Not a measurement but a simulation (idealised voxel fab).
The name of this process module is voxel self aligned vias.
In the cross-section labelled cut, the width is 200 nm and each square cell is 5 nm.
Square cells in a grid make up a cross-section in this document, and the grid is given as bands, listed from the top down, each one or more rows of cells.
Each band's line starts with the height of the band's top and of its bottom, in nm. Then come its materials from left to right, each with its width in nm. One material with "throughout" fills the band from edge to edge. "air" is empty space.
Heads up on the height convention: 0 is the point under which the incoming wafer is all one material, and the lowest band has no bottom, it just keeps going down, like "top 0, no bottom".
The expression "30->40" gives the width at the extremes of the band, the first number at its top row of cells and the second at its bottom row, with the width changing by equal amounts from each row to the next in between.
When a step is marked "no modifications", none of the cells in the cross-section changed during that step.
"Sealed-off cavities" lists enclosed empty spaces (at least 8 cells, no open path upward to the top), each as width x height at distance from the left edge, in nm.
after a step's settings: what the simulator itself notes on the step
The optional step-line setting "overlay nm" applies to steps with a mask and quantifies how far to the right of its planned location the mask lay, a negative value indicating leftward placement.
So here's the lineup of process steps we planned
1,RECEIVE,material Si
2,CONFORMAL_DEP,material SiO2,thk nm 15
3,CONFORMAL_DEP,material SiCN,thk nm 5
4,DIRECTIONAL_DEP,material lowk,thk nm 20
5,PATTERN,tone open,mask id LINES,material resist,width nm 20,pitch nm 45,thk nm 20,overlay nm 0
6,DIRECTIONAL_ETCH,etch materials lowk,depth nm 20
7,STRIP,etch materials resist
8,CONFORMAL_DEP,material TiN,thk nm 5
9,FILL_DEP,material Ru,thk nm 10
10,CMP,height nm 40
11,SELECTIVE_ETCH,etch materials W Ru TiN,depth nm 10
12,FILL_DEP,material SiN,thk nm 10
13,CMP,height nm 40
14,DIRECTIONAL_DEP,material lowk,thk nm 15
15,MASKED_ETCH,tone open,mask id VIAS,width nm 30,pitch nm 90,etch materials lowk,depth nm 15,overlay nm 0
16,MASKED_ETCH,tone open,mask id VIAS,width nm 30,pitch nm 90,etch materials SiN,depth nm 10,overlay nm -15
17,CONFORMAL_DEP,material TiN,thk nm 5
18,FILL_DEP,material Ru,thk nm 5
19,CMP,height nm 55
20,CONFORMAL_DEP,material SiN,thk nm 5
Wafers differ in overlay nm at step 16; plan lists the first wafer's value; identical starting state.
Cross-sectional view of the first of several wafers in the as-received condition, corresponding to the state following step 1
    top 0, no bottom  Si throughout
    Sealed-off cavities: none
Depicted here is the first of several wafers in cross-section, at module completion following the last step, step 20
    top 60, bottom 55  SiN throughout
    top 55, bottom 45  lowk 40 / TiN 5 / Ru 20 / TiN 5 / lowk 60 / TiN 5 / Ru 20 / TiN 5 / lowk 40
    top 45, bottom 40  lowk 40 / TiN 30 / lowk 60 / TiN 30 / lowk 40
    top 40, bottom 30  lowk 45 / TiN 10 / SiN 10 / lowk 25 / SiN 20 / lowk 25 / TiN 10 / SiN 10 / lowk 45
    top 30, bottom 25  lowk 45 / TiN 5 / Ru 10 / TiN 5 / lowk 25 / TiN 5 / Ru 10 / TiN 5 / lowk 25 / TiN 5 / Ru 10 / TiN 5 / lowk 45
    top 25, bottom 20  lowk 45 / TiN 20 / lowk 25 / TiN 20 / lowk 25 / TiN 20 / lowk 45
    top 20, bottom 15  SiCN throughout
    top 15, bottom 0  SiO2 throughout
    top 0, no bottom  Si throughout
    Sealed-off cavities: none
last wafer at the end
    top 60, bottom 55  SiN throughout
    top 55, bottom 45  lowk 40 / TiN 5 / Ru 20 / TiN 5 / lowk 60 / TiN 5 / Ru 20 / TiN 5 / lowk 40
    top 45, bottom 40  lowk 40 / TiN 30 / lowk 60 / TiN 30 / lowk 40
    top 40, bottom 30  lowk 45 / SiN 10 / TiN 10 / lowk 25 / SiN 20 / lowk 25 / SiN 10 / TiN 10 / lowk 45
    top 30, bottom 25  lowk 45 / TiN 5 / Ru 10 / TiN 5 / lowk 25 / TiN 5 / Ru 10 / TiN 5 / lowk 25 / TiN 5 / Ru 10 / TiN 5 / lowk 45
    top 25, bottom 20  lowk 45 / TiN 20 / lowk 25 / TiN 20 / lowk 25 / TiN 20 / lowk 45
    top 20, bottom 15  SiCN throughout
    top 15, bottom 0  SiO2 throughout
    top 0, no bottom  Si throughout
    Sealed-off cavities: none
The table below has one row for each wafer; a row shows, as of the end of the module, how many cells of each material the wafer has gained, marked (+), or lost, marked (-), since it was received, and then the wafer's closed voids
overlay nm -15, +22 Ru, +40 SiCN, +56 SiN, +120 SiO2, +46 TiN, +196 lowk, Sealed-off cavities: none
overlay nm -10, +26 Ru, +40 SiCN, +52 SiN, +120 SiO2, +46 TiN, +196 lowk, Sealed-off cavities: none
overlay nm -5, +30 Ru, +40 SiCN, +48 SiN, +120 SiO2, +46 TiN, +196 lowk, Sealed-off cavities: none
overlay nm 0, +30 Ru, +40 SiCN, +48 SiN, +120 SiO2, +46 TiN, +196 lowk, Sealed-off cavities: none
overlay nm 5, +30 Ru, +40 SiCN, +48 SiN, +120 SiO2, +46 TiN, +196 lowk, Sealed-off cavities: none
overlay nm 10, +26 Ru, +40 SiCN, +52 SiN, +120 SiO2, +46 TiN, +196 lowk, Sealed-off cavities: none
overlay nm 15, +22 Ru, +40 SiCN, +56 SiN, +120 SiO2, +46 TiN, +196 lowk, Sealed-off cavities: none
